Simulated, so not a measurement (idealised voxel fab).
Name of the process module below: voxel self aligned contacts
FYI the section here is cut, 300 nm wide, cells are 5 nm squares.
If you're reading a cross-section in this doc, picture square cells in a grid; it comes to you as bands, top ones listed first down to the bottom, and a band can be one or more rows of cells. Band entry format. Leading values: height of top, height of bottom, nm. Remainder: materials in left-to-right order, each with its width in nm. Special words: "throughout" on a single material, which then fills the band edge to edge; "empty", empty space. The level at which height equals 0 is the one under which the wafer, as it arrives, is entirely one material. No lower edge exists for the bottom band, which continues downward and is notated as in "0 -> down". Width: "30 to 40" (first number = top row, second number = bottom row, same change from row to row of cells). "remains unaltered", as given for a step, is the statement that not any cell of the cross-section underwent a change during that step. Empty spaces without an open route to the top, at least 8 cells in extent, make up the entry "Cavities, closed"; each is given as width x height at distance, where the distance is measured from the left edge, and all are in nm. after a step's settings: what the simulator itself notes on the step. If you see "overlay nm" on a step's line and that step has a mask, it's telling you how far right of where it was planned the mask ended up; a negative number means it went left instead. For the reader: what remains of this document is a series of pairs, each showing a cross-section before one process step and a cross-section after that step which reaches down only to the lowest band that changed, with the step between them and its settings set out under the pair. It should not be assumed that a pair continues from the pair above it; the pairs can come from different runs of this module on the same starting wafer, and such continuity exists only where the entry headed "Pre-step geometry" says so.
PRE-STEP GEOMETRY
  0 -> down | Si throughout
  Cavities, closed: none
STRUCTURE AFTER STEP
  0 -> -5 | SiO2 throughout
  For the remainder of the cross-section, below -5, there is no change.
  Cavities, closed: none
In between the cross-sections above, the run called for OXIDIZE, depth nm 5
Pre-step geometry: the wafer arrives at this step looking as the after cross-section in the pair just above shows it.
STRUCTURE AFTER STEP
  25 -> 0 | polySi throughout
  For the remainder of the cross-section, below 0, there is no change.
  Cavities, closed: none
In between the cross-sections above, the run called for DIRECTIONAL_DEP, material polySi, thk nm 25
Pre-step geometry: the wafer arrives at this step looking as the after cross-section in the pair just above shows it.
STRUCTURE AFTER STEP
  50 -> 25 | SiN throughout
  For the remainder of the cross-section, below 25, there is no change.
  Cavities, closed: none
In between the cross-sections above, the run called for DIRECTIONAL_DEP, material SiN, thk nm 25
Pre-step geometry: the wafer arrives at this step looking as the after cross-section in the pair just above shows it.
STRUCTURE AFTER STEP
  50 -> 25 | 60 nm empty / 30 nm SiN / 45 nm empty / 30 nm SiN / 45 nm empty / 30 nm SiN / 60 nm empty
  For the remainder of the cross-section, below 25, there is no change.
  Cavities, closed: none
In between the cross-sections above, the run called for MASKED_ETCH, tone cover, mask id GATE, width nm 30, pitch nm 75, etch materials SiN, depth nm 25, overlay nm 0
Pre-step geometry: the wafer arrives at this step looking as the after cross-section in the pair just above shows it.
STRUCTURE AFTER STEP
  50 -> 25 | 60 nm empty / 30 nm SiN / 45 nm empty / 30 nm SiN / 45 nm empty / 30 nm SiN / 60 nm empty
  25 -> 0 | 60 nm empty / 30 nm polySi / 45 nm empty / 30 nm polySi / 45 nm empty / 30 nm polySi / 60 nm empty
  For the remainder of the cross-section, below 0, there is no change.
  Cavities, closed: none
In between the cross-sections above, the run called for MASKED_ETCH, tone cover, mask id GATE, width nm 30, pitch nm 75, etch materials polySi, depth nm 25, overlay nm 0
Pre-step geometry: the wafer arrives at this step looking as the after cross-section in the pair just above shows it.
STRUCTURE AFTER STEP
  60 -> 25 | 50 nm empty / 50 nm SiN / 25 nm empty / 50 nm SiN / 25 nm empty / 50 nm SiN / 50 nm empty
  25 -> 10 | 50 nm empty / 10 nm SiN / 30 nm polySi / 10 nm SiN / 25 nm empty / 10 nm SiN / 30 nm polySi / 10 nm SiN / 25 nm empty / 10 nm SiN / 30 nm polySi / 10 nm SiN / 50 nm empty
  10 -> 0 | 60 nm SiN / 30 nm polySi / 45 nm SiN / 30 nm polySi / 45 nm SiN / 30 nm polySi / 60 nm SiN
  For the remainder of the cross-section, below 0, there is no change.
  Cavities, closed: none
In between the cross-sections above, the run called for CONFORMAL_DEP, material SiN, thk nm 10
Pre-step geometry: the wafer arrives at this step looking as the after cross-section in the pair just above shows it.
STRUCTURE AFTER STEP
  50 -> 25 | 50 nm empty / 50 nm SiN / 25 nm empty / 50 nm SiN / 25 nm empty / 50 nm SiN / 50 nm empty
  25 -> 0 | 50 nm empty / 10 nm SiN / 30 nm polySi / 10 nm SiN / 25 nm empty / 10 nm SiN / 30 nm polySi / 10 nm SiN / 25 nm empty / 10 nm SiN / 30 nm polySi / 10 nm SiN / 50 nm empty
  For the remainder of the cross-section, below 0, there is no change.
  Cavities, closed: none
In between the cross-sections above, the run called for DIRECTIONAL_ETCH, etch materials SiN, depth nm 10
Pre-step geometry: the wafer arrives at this step looking as the after cross-section in the pair just above shows it.
STRUCTURE AFTER STEP
  65 -> 50 | SiO2 throughout
  50 -> 25 | 50 nm SiO2 / 50 nm SiN / 25 nm SiO2 / 50 nm SiN / 25 nm SiO2 / 50 nm SiN / 50 nm SiO2
  25 -> 0 | 50 nm SiO2 / 10 nm SiN / 30 nm polySi / 10 nm SiN / 25 nm SiO2 / 10 nm SiN / 30 nm polySi / 10 nm SiN / 25 nm SiO2 / 10 nm SiN / 30 nm polySi / 10 nm SiN / 50 nm SiO2
  For the remainder of the cross-section, below 0, there is no change.
  Cavities, closed: none
In between the cross-sections above, the run called for FILL_DEP, material SiO2, thk nm 15
Pre-step geometry: the wafer arrives at this step looking as the after cross-section in the pair just above shows it.
STRUCTURE AFTER STEP
  55 -> 50 | SiO2 throughout
  For the remainder of the cross-section, below 50, there is no change.
  Cavities, closed: none
In between the cross-sections above, the run called for CMP, height nm 55
Pre-step geometry: the wafer arrives at this step looking as the after cross-section in the pair just above shows it.
STRUCTURE AFTER STEP
  70 -> 55 | 85 nm resist / 55 nm empty / 20 nm resist / 55 nm empty / 85 nm resist
  For the remainder of the cross-section, below 55, there is no change.
  Cavities, closed: none
In between the cross-sections above, the run called for PATTERN, tone open, mask id CONTACT, material resist, width nm 55, pitch nm 75, thk nm 15, overlay nm 0
Pre-step geometry: the wafer arrives at this step looking as the after cross-section in the pair just above shows it.
STRUCTURE AFTER STEP
  70 -> 55 | 85 nm resist / 55 nm empty / 20 nm resist / 55 nm empty / 85 nm resist
  55 -> 50 | 85 nm SiO2 / 55 nm empty / 20 nm SiO2 / 55 nm empty / 85 nm SiO2
  50 -> 25 | 50 nm SiO2 / 50 nm SiN / 25 nm empty / 50 nm SiN / 25 nm empty / 50 nm SiN / 50 nm SiO2
  25 -> 0 | 50 nm SiO2 / 10 nm SiN / 30 nm polySi / 10 nm SiN / 25 nm empty / 10 nm SiN / 30 nm polySi / 10 nm SiN / 25 nm empty / 10 nm SiN / 30 nm polySi / 10 nm SiN / 50 nm SiO2
  0 -> -5 | 100 nm SiO2 / 25 nm empty / 50 nm SiO2 / 25 nm empty / 100 nm SiO2
  For the remainder of the cross-section, below -5, there is no change.
  Cavities, closed: none
In between the cross-sections above, the run called for DIRECTIONAL_ETCH, etch materials SiO2, depth nm 60
Pre-step geometry: the wafer arrives at this step looking as the after cross-section in the pair just above shows it.
STRUCTURE AFTER STEP
  55 -> 50 | 85 nm SiO2 / 55 nm empty / 20 nm SiO2 / 55 nm empty / 85 nm SiO2
  For the remainder of the cross-section, below 50, there is no change.
  Cavities, closed: none
In between the cross-sections above, the run called for STRIP, etch materials resist
Pre-step geometry: the wafer arrives at this step looking as the after cross-section in the pair just above shows it.
STRUCTURE AFTER STEP
  60 -> 55 | 90 nm TiN / 45 nm empty / 30 nm TiN / 45 nm empty / 90 nm TiN
  55 -> 50 | 85 nm SiO2 / 20 nm TiN / 15 nm empty / 20 nm TiN / 20 nm SiO2 / 20 nm TiN / 15 nm empty / 20 nm TiN / 85 nm SiO2
  50 -> 25 | 50 nm SiO2 / 50 nm SiN / 5 nm TiN / 15 nm empty / 5 nm TiN / 50 nm SiN / 5 nm TiN / 15 nm empty / 5 nm TiN / 50 nm SiN / 50 nm SiO2
  25 -> 0 | 50 nm SiO2 / 10 nm SiN / 30 nm polySi / 10 nm SiN / 5 nm TiN / 15 nm empty / 5 nm TiN / 10 nm SiN / 30 nm polySi / 10 nm SiN / 5 nm TiN / 15 nm empty / 5 nm TiN / 10 nm SiN / 30 nm polySi / 10 nm SiN / 50 nm SiO2
  0 -> -5 | 100 nm SiO2 / 25 nm TiN / 50 nm SiO2 / 25 nm TiN / 100 nm SiO2
  For the remainder of the cross-section, below -5, there is no change.
  Cavities, closed: none
In between the cross-sections above, the run called for CONFORMAL_DEP, material TiN, thk nm 5
Pre-step geometry: the wafer arrives at this step looking as the after cross-section in the pair just above shows it.
STRUCTURE AFTER STEP
  65 -> 60 | W throughout
  60 -> 55 | 90 nm TiN / 45 nm W / 30 nm TiN / 45 nm W / 90 nm TiN
  55 -> 50 | 85 nm SiO2 / 20 nm TiN / 15 nm W / 20 nm TiN / 20 nm SiO2 / 20 nm TiN / 15 nm W / 20 nm TiN / 85 nm SiO2
  50 -> 25 | 50 nm SiO2 / 50 nm SiN / 5 nm TiN / 15 nm W / 5 nm TiN / 50 nm SiN / 5 nm TiN / 15 nm W / 5 nm TiN / 50 nm SiN / 50 nm SiO2
  25 -> 0 | 50 nm SiO2 / 10 nm SiN / 30 nm polySi / 10 nm SiN / 5 nm TiN / 15 nm W / 5 nm TiN / 10 nm SiN / 30 nm polySi / 10 nm SiN / 5 nm TiN / 15 nm W / 5 nm TiN / 10 nm SiN / 30 nm polySi / 10 nm SiN / 50 nm SiO2
  For the remainder of the cross-section, below 0, there is no change.
  Cavities, closed: none
In between the cross-sections above, the run called for FILL_DEP, material W, thk nm 5
Pre-step geometry: the wafer arrives at this step looking as the after cross-section in the pair just above shows it.
STRUCTURE AFTER STEP
  55 -> 50 | 85 nm SiO2 / 20 nm TiN / 15 nm W / 20 nm TiN / 20 nm SiO2 / 20 nm TiN / 15 nm W / 20 nm TiN / 85 nm SiO2
  For the remainder of the cross-section, below 50, there is no change.
  Cavities, closed: none
In between the cross-sections above, the run called for CMP, height nm 55
Pre-step geometry: the wafer arrives at this step looking as the after cross-section in the pair just above shows it.
STRUCTURE AFTER STEP
  60 -> 55 | SiN throughout
  For the remainder of the cross-section, below 55, there is no change.
  Cavities, closed: none
In between the cross-sections above, the run called for CONFORMAL_DEP, material SiN, thk nm 5
PRE-STEP GEOMETRY
  50 -> 25 | 60 nm empty / 30 nm SiN / 45 nm empty / 30 nm SiN / 45 nm empty / 30 nm SiN / 60 nm empty
  25 -> 0 | 60 nm empty / 30 nm polySi / 45 nm empty / 30 nm polySi / 45 nm empty / 30 nm polySi / 60 nm empty
  0 -> -5 | SiO2 throughout
  -5 -> down | Si throughout
  Cavities, closed: none
STRUCTURE AFTER STEP
  40 -> 25 | 60 nm empty / 30 nm SiN / 45 nm empty / 30 nm SiN / 45 nm empty / 30 nm SiN / 60 nm empty
  For the remainder of the cross-section, below 25, there is no change.
  Cavities, closed: none
In between the cross-sections above, the run called for DIRECTIONAL_ETCH, etch materials SiN, depth nm 10
Pre-step geometry: the wafer arrives at this step looking as the after cross-section in the pair just above shows it.
STRUCTURE AFTER STEP
  55 -> 40 | SiO2 throughout
  40 -> 25 | 60 nm SiO2 / 30 nm SiN / 45 nm SiO2 / 30 nm SiN / 45 nm SiO2 / 30 nm SiN / 60 nm SiO2
  25 -> 0 | 60 nm SiO2 / 30 nm polySi / 45 nm SiO2 / 30 nm polySi / 45 nm SiO2 / 30 nm polySi / 60 nm SiO2
  For the remainder of the cross-section, below 0, there is no change.
  Cavities, closed: none
In between the cross-sections above, the run called for FILL_DEP, material SiO2, thk nm 15
Pre-step geometry: the wafer arrives at this step looking as the after cross-section in the pair just above shows it.
STRUCTURE AFTER STEP
  70 -> 55 | 85 nm resist / 55 nm empty / 20 nm resist / 55 nm empty / 85 nm resist
  For the remainder of the cross-section, below 55, there is no change.
  Cavities, closed: none
In between the cross-sections above, the run called for PATTERN, tone open, mask id CONTACT, material resist, width nm 55, pitch nm 75, thk nm 15, overlay nm 0
Pre-step geometry: the wafer arrives at this step looking as the after cross-section in the pair just above shows it.
STRUCTURE AFTER STEP
  70 -> 55 | 85 nm resist / 55 nm empty / 20 nm resist / 55 nm empty / 85 nm resist
  55 -> 40 | 85 nm SiO2 / 55 nm empty / 20 nm SiO2 / 55 nm empty / 85 nm SiO2
  40 -> 25 | 60 nm SiO2 / 30 nm SiN / 45 nm empty / 30 nm SiN / 45 nm empty / 30 nm SiN / 60 nm SiO2
  25 -> 0 | 60 nm SiO2 / 30 nm polySi / 45 nm empty / 30 nm polySi / 45 nm empty / 30 nm polySi / 60 nm SiO2
  0 -> -5 | 90 nm SiO2 / 45 nm empty / 30 nm SiO2 / 45 nm empty / 90 nm SiO2
  For the remainder of the cross-section, below -5, there is no change.
  Cavities, closed: none
In between the cross-sections above, the run called for DIRECTIONAL_ETCH, etch materials SiO2, depth nm 60
Pre-step geometry: the wafer arrives at this step looking as the after cross-section in the pair just above shows it.
STRUCTURE AFTER STEP
  55 -> 40 | 85 nm SiO2 / 55 nm empty / 20 nm SiO2 / 55 nm empty / 85 nm SiO2
  For the remainder of the cross-section, below 40, there is no change.
  Cavities, closed: none
In between the cross-sections above, the run called for STRIP, etch materials resist
Pre-step geometry: the wafer arrives at this step looking as the after cross-section in the pair just above shows it.
STRUCTURE AFTER STEP
  60 -> 55 | 90 nm TiN / 45 nm empty / 30 nm TiN / 45 nm empty / 90 nm TiN
  55 -> 45 | 85 nm SiO2 / 5 nm TiN / 45 nm empty / 5 nm TiN / 20 nm SiO2 / 5 nm TiN / 45 nm empty / 5 nm TiN / 85 nm SiO2
  45 -> 40 | 85 nm SiO2 / 10 nm TiN / 35 nm empty / 10 nm TiN / 20 nm SiO2 / 10 nm TiN / 35 nm empty / 10 nm TiN / 85 nm SiO2
  40 -> 25 | 60 nm SiO2 / 30 nm SiN / 5 nm TiN / 35 nm empty / 5 nm TiN / 30 nm SiN / 5 nm TiN / 35 nm empty / 5 nm TiN / 30 nm SiN / 60 nm SiO2
  25 -> 0 | 60 nm SiO2 / 30 nm polySi / 5 nm TiN / 35 nm empty / 5 nm TiN / 30 nm polySi / 5 nm TiN / 35 nm empty / 5 nm TiN / 30 nm polySi / 60 nm SiO2
  0 -> -5 | 90 nm SiO2 / 45 nm TiN / 30 nm SiO2 / 45 nm TiN / 90 nm SiO2
  For the remainder of the cross-section, below -5, there is no change.
  Cavities, closed: none
In between the cross-sections above, the run called for CONFORMAL_DEP, material TiN, thk nm 5
Pre-step geometry: the wafer arrives at this step looking as the after cross-section in the pair just above shows it.
STRUCTURE AFTER STEP
  65 -> 60 | W throughout
  60 -> 55 | 90 nm TiN / 45 nm W / 30 nm TiN / 45 nm W / 90 nm TiN
  55 -> 45 | 85 nm SiO2 / 5 nm TiN / 45 nm W / 5 nm TiN / 20 nm SiO2 / 5 nm TiN / 45 nm W / 5 nm TiN / 85 nm SiO2
  45 -> 40 | 85 nm SiO2 / 10 nm TiN / 35 nm W / 10 nm TiN / 20 nm SiO2 / 10 nm TiN / 35 nm W / 10 nm TiN / 85 nm SiO2
  40 -> 25 | 60 nm SiO2 / 30 nm SiN / 5 nm TiN / 35 nm W / 5 nm TiN / 30 nm SiN / 5 nm TiN / 35 nm W / 5 nm TiN / 30 nm SiN / 60 nm SiO2
  25 -> 0 | 60 nm SiO2 / 30 nm polySi / 5 nm TiN / 35 nm W / 5 nm TiN / 30 nm polySi / 5 nm TiN / 35 nm W / 5 nm TiN / 30 nm polySi / 60 nm SiO2
  For the remainder of the cross-section, below 0, there is no change.
  Cavities, closed: none
In between the cross-sections above, the run called for FILL_DEP, material W, thk nm 5
Pre-step geometry: the wafer arrives at this step looking as the after cross-section in the pair just above shows it.
STRUCTURE AFTER STEP
  55 -> 45 | 85 nm SiO2 / 5 nm TiN / 45 nm W / 5 nm TiN / 20 nm SiO2 / 5 nm TiN / 45 nm W / 5 nm TiN / 85 nm SiO2
  For the remainder of the cross-section, below 45, there is no change.
  Cavities, closed: none
In between the cross-sections above, the run called for CMP, height nm 55
Pre-step geometry: the wafer arrives at this step looking as the after cross-section in the pair just above shows it.
STRUCTURE AFTER STEP
  60 -> 55 | SiN throughout
  For the remainder of the cross-section, below 55, there is no change.
  Cavities, closed: none
In between the cross-sections above, the run called for CONFORMAL_DEP, material SiN, thk nm 5
PRE-STEP GEOMETRY
  25 -> 0 | polySi throughout
  0 -> -5 | SiO2 throughout
  -5 -> down | Si throughout
  Cavities, closed: none
STRUCTURE AFTER STEP
  50 -> 0 | polySi throughout
  For the remainder of the cross-section, below 0, there is no change.
  Cavities, closed: none
In between the cross-sections above, the run called for DIRECTIONAL_DEP, material polySi, thk nm 25
Pre-step geometry: the wafer arrives at this step looking as the after cross-section in the pair just above shows it.
STRUCTURE AFTER STEP
  75 -> 50 | SiN throughout
  For the remainder of the cross-section, below 50, there is no change.
  Cavities, closed: none
In between the cross-sections above, the run called for DIRECTIONAL_DEP, material SiN, thk nm 25
Pre-step geometry: the wafer arrives at this step looking as the after cross-section in the pair just above shows it.
STRUCTURE AFTER STEP
  75 -> 50 | 60 nm empty / 30 nm SiN / 45 nm empty / 30 nm SiN / 45 nm empty / 30 nm SiN / 60 nm empty
  For the remainder of the cross-section, below 50, there is no change.
  Cavities, closed: none
In between the cross-sections above, the run called for MASKED_ETCH, tone cover, mask id GATE, width nm 30, pitch nm 75, etch materials SiN, depth nm 25, overlay nm 0
Pre-step geometry: the wafer arrives at this step looking as the after cross-section in the pair just above shows it.
STRUCTURE AFTER STEP
  75 -> 50 | 60 nm empty / 30 nm SiN / 45 nm empty / 30 nm SiN / 45 nm empty / 30 nm SiN / 60 nm empty
  50 -> 25 | 60 nm empty / 30 nm polySi / 45 nm empty / 30 nm polySi / 45 nm empty / 30 nm polySi / 60 nm empty
  For the remainder of the cross-section, below 25, there is no change.
  Cavities, closed: none
In between the cross-sections above, the run called for MASKED_ETCH, tone cover, mask id GATE, width nm 30, pitch nm 75, etch materials polySi, depth nm 25, overlay nm 0
Pre-step geometry: the wafer arrives at this step looking as the after cross-section in the pair just above shows it.
STRUCTURE AFTER STEP
  85 -> 50 | 50 nm empty / 50 nm SiN / 25 nm empty / 50 nm SiN / 25 nm empty / 50 nm SiN / 50 nm empty
  50 -> 35 | 50 nm empty / 10 nm SiN / 30 nm polySi / 10 nm SiN / 25 nm empty / 10 nm SiN / 30 nm polySi / 10 nm SiN / 25 nm empty / 10 nm SiN / 30 nm polySi / 10 nm SiN / 50 nm empty
  35 -> 25 | 60 nm SiN / 30 nm polySi / 45 nm SiN / 30 nm polySi / 45 nm SiN / 30 nm polySi / 60 nm SiN
  For the remainder of the cross-section, below 25, there is no change.
  Cavities, closed: none
In between the cross-sections above, the run called for CONFORMAL_DEP, material SiN, thk nm 10
Pre-step geometry: the wafer arrives at this step looking as the after cross-section in the pair just above shows it.
STRUCTURE AFTER STEP
  75 -> 50 | 50 nm empty / 50 nm SiN / 25 nm empty / 50 nm SiN / 25 nm empty / 50 nm SiN / 50 nm empty
  50 -> 25 | 50 nm empty / 10 nm SiN / 30 nm polySi / 10 nm SiN / 25 nm empty / 10 nm SiN / 30 nm polySi / 10 nm SiN / 25 nm empty / 10 nm SiN / 30 nm polySi / 10 nm SiN / 50 nm empty
  For the remainder of the cross-section, below 25, there is no change.
  Cavities, closed: none
In between the cross-sections above, the run called for DIRECTIONAL_ETCH, etch materials SiN, depth nm 10
Pre-step geometry: the wafer arrives at this step looking as the after cross-section in the pair just above shows it.
STRUCTURE AFTER STEP
  90 -> 75 | SiO2 throughout
  75 -> 50 | 50 nm SiO2 / 50 nm SiN / 25 nm SiO2 / 50 nm SiN / 25 nm SiO2 / 50 nm SiN / 50 nm SiO2
  50 -> 25 | 50 nm SiO2 / 10 nm SiN / 30 nm polySi / 10 nm SiN / 25 nm SiO2 / 10 nm SiN / 30 nm polySi / 10 nm SiN / 25 nm SiO2 / 10 nm SiN / 30 nm polySi / 10 nm SiN / 50 nm SiO2
  For the remainder of the cross-section, below 25, there is no change.
  Cavities, closed: none
In between the cross-sections above, the run called for FILL_DEP, material SiO2, thk nm 15
Pre-step geometry: the wafer arrives at this step looking as the after cross-section in the pair just above shows it.
STRUCTURE AFTER STEP
  55 -> 50 | 50 nm SiO2 / 50 nm SiN / 25 nm SiO2 / 50 nm SiN / 25 nm SiO2 / 50 nm SiN / 50 nm SiO2
  For the remainder of the cross-section, below 50, there is no change.
  Cavities, closed: none
In between the cross-sections above, the run called for CMP, height nm 55
Pre-step geometry: the wafer arrives at this step looking as the after cross-section in the pair just above shows it.
STRUCTURE AFTER STEP
  70 -> 55 | 85 nm resist / 55 nm empty / 20 nm resist / 55 nm empty / 85 nm resist
  For the remainder of the cross-section, below 55, there is no change.
  Cavities, closed: none
In between the cross-sections above, the run called for PATTERN, tone open, mask id CONTACT, material resist, width nm 55, pitch nm 75, thk nm 15, overlay nm 0
Pre-step geometry: the wafer arrives at this step looking as the after cross-section in the pair just above shows it.
STRUCTURE AFTER STEP
  70 -> 55 | 85 nm resist / 55 nm empty / 20 nm resist / 55 nm empty / 85 nm resist
  55 -> 50 | 50 nm SiO2 / 50 nm SiN / 25 nm empty / 50 nm SiN / 25 nm empty / 50 nm SiN / 50 nm SiO2
  50 -> 25 | 50 nm SiO2 / 10 nm SiN / 30 nm polySi / 10 nm SiN / 25 nm empty / 10 nm SiN / 30 nm polySi / 10 nm SiN / 25 nm empty / 10 nm SiN / 30 nm polySi / 10 nm SiN / 50 nm SiO2
  For the remainder of the cross-section, below 25, there is no change.
  Cavities, closed: none
In between the cross-sections above, the run called for DIRECTIONAL_ETCH, etch materials SiO2, depth nm 60
Pre-step geometry: the wafer arrives at this step looking as the after cross-section in the pair just above shows it.
STRUCTURE AFTER STEP
  55 -> 50 | 50 nm SiO2 / 50 nm SiN / 25 nm empty / 50 nm SiN / 25 nm empty / 50 nm SiN / 50 nm SiO2
  For the remainder of the cross-section, below 50, there is no change.
  Cavities, closed: none
In between the cross-sections above, the run called for STRIP, etch materials resist
Pre-step geometry: the wafer arrives at this step looking as the after cross-section in the pair just above shows it.
STRUCTURE AFTER STEP
  60 -> 55 | 105 nm TiN / 15 nm empty / 60 nm TiN / 15 nm empty / 105 nm TiN
  55 -> 50 | 50 nm SiO2 / 50 nm SiN / 5 nm TiN / 15 nm empty / 5 nm TiN / 50 nm SiN / 5 nm TiN / 15 nm empty / 5 nm TiN / 50 nm SiN / 50 nm SiO2
  50 -> 30 | 50 nm SiO2 / 10 nm SiN / 30 nm polySi / 10 nm SiN / 5 nm TiN / 15 nm empty / 5 nm TiN / 10 nm SiN / 30 nm polySi / 10 nm SiN / 5 nm TiN / 15 nm empty / 5 nm TiN / 10 nm SiN / 30 nm polySi / 10 nm SiN / 50 nm SiO2
  30 -> 25 | 50 nm SiO2 / 10 nm SiN / 30 nm polySi / 10 nm SiN / 25 nm TiN / 10 nm SiN / 30 nm polySi / 10 nm SiN / 25 nm TiN / 10 nm SiN / 30 nm polySi / 10 nm SiN / 50 nm SiO2
  For the remainder of the cross-section, below 25, there is no change.
  Cavities, closed: none
In between the cross-sections above, the run called for CONFORMAL_DEP, material TiN, thk nm 5
Pre-step geometry: the wafer arrives at this step looking as the after cross-section in the pair just above shows it.
STRUCTURE AFTER STEP
  65 -> 60 | W throughout
  60 -> 55 | 105 nm TiN / 15 nm W / 60 nm TiN / 15 nm W / 105 nm TiN
  55 -> 50 | 50 nm SiO2 / 50 nm SiN / 5 nm TiN / 15 nm W / 5 nm TiN / 50 nm SiN / 5 nm TiN / 15 nm W / 5 nm TiN / 50 nm SiN / 50 nm SiO2
  50 -> 30 | 50 nm SiO2 / 10 nm SiN / 30 nm polySi / 10 nm SiN / 5 nm TiN / 15 nm W / 5 nm TiN / 10 nm SiN / 30 nm polySi / 10 nm SiN / 5 nm TiN / 15 nm W / 5 nm TiN / 10 nm SiN / 30 nm polySi / 10 nm SiN / 50 nm SiO2
  For the remainder of the cross-section, below 30, there is no change.
  Cavities, closed: none
In between the cross-sections above, the run called for FILL_DEP, material W, thk nm 5
Pre-step geometry: the wafer arrives at this step looking as the after cross-section in the pair just above shows it.
STRUCTURE AFTER STEP
  55 -> 50 | 50 nm SiO2 / 50 nm SiN / 5 nm TiN / 15 nm W / 5 nm TiN / 50 nm SiN / 5 nm TiN / 15 nm W / 5 nm TiN / 50 nm SiN / 50 nm SiO2
  For the remainder of the cross-section, below 50, there is no change.
  Cavities, closed: none
In between the cross-sections above, the run called for CMP, height nm 55
Pre-step geometry: the wafer arrives at this step looking as the after cross-section in the pair just above shows it.
STRUCTURE AFTER STEP
  60 -> 55 | SiN throughout
  For the remainder of the cross-section, below 55, there is no change.
  Cavities, closed: none
In between the cross-sections above, the run called for CONFORMAL_DEP, material SiN, thk nm 5
PRE-STEP GEOMETRY
  0 -> -5 | SiO2 throughout
  -5 -> down | Si throughout
  Cavities, closed: none
STRUCTURE AFTER STEP
  25 -> 0 | SiN throughout
  For the remainder of the cross-section, below 0, there is no change.
  Cavities, closed: none
In between the cross-sections above, the run called for DIRECTIONAL_DEP, material SiN, thk nm 25
Pre-step geometry: the wafer arrives at this step looking as the after cross-section in the pair just above shows it.
STRUCTURE AFTER STEP
  50 -> 25 | polySi throughout
  For the remainder of the cross-section, below 25, there is no change.
  Cavities, closed: none
In between the cross-sections above, the run called for DIRECTIONAL_DEP, material polySi, thk nm 25
Pre-step geometry: the wafer arrives at this step looking as the after cross-section in the pair just above shows it.
STRUCTURE AFTER STEP
  50 -> 25 | 60 nm empty / 30 nm polySi / 45 nm empty / 30 nm polySi / 45 nm empty / 30 nm polySi / 60 nm empty
  For the remainder of the cross-section, below 25, there is no change.
  Cavities, closed: none
In between the cross-sections above, the run called for MASKED_ETCH, tone cover, mask id GATE, width nm 30, pitch nm 75, etch materials polySi, depth nm 25, overlay nm 0
Pre-step geometry: the wafer arrives at this step looking as the after cross-section in the pair just above shows it.
STRUCTURE AFTER STEP
  60 -> 50 | 50 nm empty / 50 nm SiN / 25 nm empty / 50 nm SiN / 25 nm empty / 50 nm SiN / 50 nm empty
  50 -> 35 | 50 nm empty / 10 nm SiN / 30 nm polySi / 10 nm SiN / 25 nm empty / 10 nm SiN / 30 nm polySi / 10 nm SiN / 25 nm empty / 10 nm SiN / 30 nm polySi / 10 nm SiN / 50 nm empty
  35 -> 25 | 60 nm SiN / 30 nm polySi / 45 nm SiN / 30 nm polySi / 45 nm SiN / 30 nm polySi / 60 nm SiN
  For the remainder of the cross-section, below 25, there is no change.
  Cavities, closed: none
In between the cross-sections above, the run called for CONFORMAL_DEP, material SiN, thk nm 10
Pre-step geometry: the wafer arrives at this step looking as the after cross-section in the pair just above shows it.
STRUCTURE AFTER STEP
  50 -> 25 | 50 nm empty / 10 nm SiN / 30 nm polySi / 10 nm SiN / 25 nm empty / 10 nm SiN / 30 nm polySi / 10 nm SiN / 25 nm empty / 10 nm SiN / 30 nm polySi / 10 nm SiN / 50 nm empty
  For the remainder of the cross-section, below 25, there is no change.
  Cavities, closed: none
In between the cross-sections above, the run called for DIRECTIONAL_ETCH, etch materials SiN, depth nm 10
Pre-step geometry: the wafer arrives at this step looking as the after cross-section in the pair just above shows it.
STRUCTURE AFTER STEP
  65 -> 50 | SiO2 throughout
  50 -> 25 | 50 nm SiO2 / 10 nm SiN / 30 nm polySi / 10 nm SiN / 25 nm SiO2 / 10 nm SiN / 30 nm polySi / 10 nm SiN / 25 nm SiO2 / 10 nm SiN / 30 nm polySi / 10 nm SiN / 50 nm SiO2
  For the remainder of the cross-section, below 25, there is no change.
  Cavities, closed: none
In between the cross-sections above, the run called for FILL_DEP, material SiO2, thk nm 15
Pre-step geometry: the wafer arrives at this step looking as the after cross-section in the pair just above shows it.
STRUCTURE AFTER STEP
  55 -> 50 | SiO2 throughout
  For the remainder of the cross-section, below 50, there is no change.
  Cavities, closed: none
In between the cross-sections above, the run called for CMP, height nm 55
Pre-step geometry: the wafer arrives at this step looking as the after cross-section in the pair just above shows it.
STRUCTURE AFTER STEP
  70 -> 55 | 85 nm resist / 55 nm empty / 20 nm resist / 55 nm empty / 85 nm resist
  For the remainder of the cross-section, below 55, there is no change.
  Cavities, closed: none
In between the cross-sections above, the run called for PATTERN, tone open, mask id CONTACT, material resist, width nm 55, pitch nm 75, thk nm 15, overlay nm 0
Pre-step geometry: the wafer arrives at this step looking as the after cross-section in the pair just above shows it.
STRUCTURE AFTER STEP
  70 -> 55 | 85 nm resist / 55 nm empty / 20 nm resist / 55 nm empty / 85 nm resist
  55 -> 50 | 85 nm SiO2 / 55 nm empty / 20 nm SiO2 / 55 nm empty / 85 nm SiO2
  50 -> 25 | 50 nm SiO2 / 10 nm SiN / 30 nm polySi / 10 nm SiN / 25 nm empty / 10 nm SiN / 30 nm polySi / 10 nm SiN / 25 nm empty / 10 nm SiN / 30 nm polySi / 10 nm SiN / 50 nm SiO2
  For the remainder of the cross-section, below 25, there is no change.
  Cavities, closed: none
In between the cross-sections above, the run called for DIRECTIONAL_ETCH, etch materials SiO2, depth nm 60
Pre-step geometry: the wafer arrives at this step looking as the after cross-section in the pair just above shows it.
STRUCTURE AFTER STEP
  55 -> 50 | 85 nm SiO2 / 55 nm empty / 20 nm SiO2 / 55 nm empty / 85 nm SiO2
  For the remainder of the cross-section, below 50, there is no change.
  Cavities, closed: none
In between the cross-sections above, the run called for STRIP, etch materials resist
